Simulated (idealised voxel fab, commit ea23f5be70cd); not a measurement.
process module | voxel lift off
cross-section cut | 170 nm wide | cells 5 nm
A cross-section is a grid of square cells, given in bands from the top down. A band is one or more rows of cells.
Each band's line starts with the height of the band's top and of its bottom, in nm. Then come its materials from left to right, each with its width in nm. One material with "throughout" fills the band from edge to edge. "air" is empty space.
Height 0 is the level under which the wafer as received is all one material. The lowest band goes on downwards, as in "0 down".
A width such as "30 to 40" changes by the same amount from each row of cells to the next, from the band's top row to its bottom row.
"no change" after a step means that no cell of the cross-section changed.
closed voids: empty space of 8 cells or more with no open way to the top, each as width x height at its distance from the left edge, in nm
after a step's settings: what the simulator itself notes on the step
overlay nm, on a step with a mask: how far to the right of its planned place the mask lay; to the left if negative
plan
1 op RECEIVE | material Si
2 op CONFORMAL_DEP | material SiO2 | thk nm 5
3 op PATTERN | tone open | mask id LINES | material resist | width nm 30 | pitch nm 60 | thk nm 25 | overlay nm 0
4 op DIRECTIONAL_DEP | material Ru | thk nm 15
5 op STRIP | etch materials resist
6 op CONFORMAL_DEP | material SiCN | thk nm 5
as received, after step 1
  0 down: Si throughout
  closed voids: none
first wafer at the end, as planned
  25 to 20: air 35 | SiCN 40 | air 20 | SiCN 40 | air 35
  20 to 10: air 35 | SiCN 5 | Ru 30 | SiCN 5 | air 20 | SiCN 5 | Ru 30 | SiCN 5 | air 35
  10 to 5: SiCN 40 | Ru 30 | SiCN 30 | Ru 30 | SiCN 40
  5 to 0: SiO2 throughout
  0 down: Si throughout
  closed voids: none
second wafer at the end: like start, like plan, one mistake
  30 to 25: air 35 | SiCN 40 | air 20 | SiCN 40 | air 35
  25 to 10: air 35 | SiCN 5 | Ru 30 | SiCN 5 | air 20 | SiCN 5 | Ru 30 | SiCN 5 | air 35
  10 to 5: SiCN 40 | Ru 30 | SiCN 30 | Ru 30 | SiCN 40
  5 to 0: SiO2 throughout
  0 down: Si throughout
  closed voids: none
what went wrong: step 4 ran as: op DIRECTIONAL_DEP | material Ru | thk nm 20
at the end the second wafer has, in cells: 12 more of Ru | 4 more of SiCN
